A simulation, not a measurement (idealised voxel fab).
This section sets out a process module, namely voxel released beams.
Displayed cross-section: cut, width of 190 nm, square cells sized 5 nm.
A cross-section is written here as square cells arranged in a grid, and it is given in bands from the top down, each band taking up one or more rows of cells. Heights first: top, then bottom, in nm. Then materials, left to right, each with a width in nm. "everywhere" on a single material: fills the band edge to edge. "empty": empty space. The level at which height equals 0 is the one under which the wafer, as it arrives, is entirely one material. No lower edge exists for the bottom band, which continues downward and is notated as in "0 -> down". Width spec "30->40" -> top row of cells at first value, bottom row at second value, equal per-row change in between. "no alterations made", as given for a step, is the statement that not any cell of the cross-section underwent a change during that step. "Catalogued sealed voids" enumerates empty spaces isolated from the top, with no open way to it, that contain at least 8 cells, giving each as width x height at distance from the left edge, all three in nm. The remark found on a step's line after its settings is issued by the simulator itself and pertains to that step. A step line may carry the setting "overlay nm", which, for steps involving a mask, states the distance by which the mask lay to the right of its intended position; negative values denote displacement to the left.

Process steps (planned)
- 1: RECEIVE [material Si]
- 2: CONFORMAL_DEP [material Al2O3] [thk nm 5]
- 3: DIRECTIONAL_DEP [material SiO2] [thk nm 20]
- 4: MASKED_ETCH [tone open] [mask id ANCHOR] [width nm 35] [etch materials SiO2] [depth nm 20] [overlay nm 0]
- 5: CONFORMAL_DEP [material W] [thk nm 15]
- 6: MASKED_ETCH [tone cover] [mask id BEAM] [width nm 90] [etch materials W] [depth nm 15] [overlay nm 0]
- 7: STRIP [etch materials SiO2]

Incoming wafer in cross-section (state: after step 1)
* 0 -> down | Si everywhere
* Catalogued sealed voids: none

First of two wafers at the end of the module, shown in cross-section; run carried out as planned
* 40 -> 25 | empty=45, then W=20, then empty=5, then W=65, then empty=55
* 25 -> 20 | empty=50, then W=15, then empty=5, then W=15, then empty=105
* 20 -> 5 | empty=50, then W=35, then empty=105
* 5 -> 0 | Al2O3 everywhere
* 0 -> down | Si everywhere
* Catalogued sealed voids: none

Wafer two cross-section, module end. Start and plan unchanged from wafer one; one mistake made during the run
* 40 -> 25 | empty=45, then W=15, then empty=15, then W=60, then empty=55
* 25 -> 20 | empty=45, then W=15, then empty=15, then W=15, then empty=100
* 20 -> 5 | empty=45, then W=45, then empty=100
* 5 -> 0 | Al2O3 everywhere
* 0 -> down | Si everywhere
* Catalogued sealed voids: none
So what did we get wrong on this run? step 4 did not happen as planned, as run it was MASKED_ETCH [tone open] [mask id ANCHOR] [width nm 45] [etch materials SiO2] [depth nm 20] [overlay nm 0]
at the end the second wafer has, in cells: as many of each material as the first, in other places
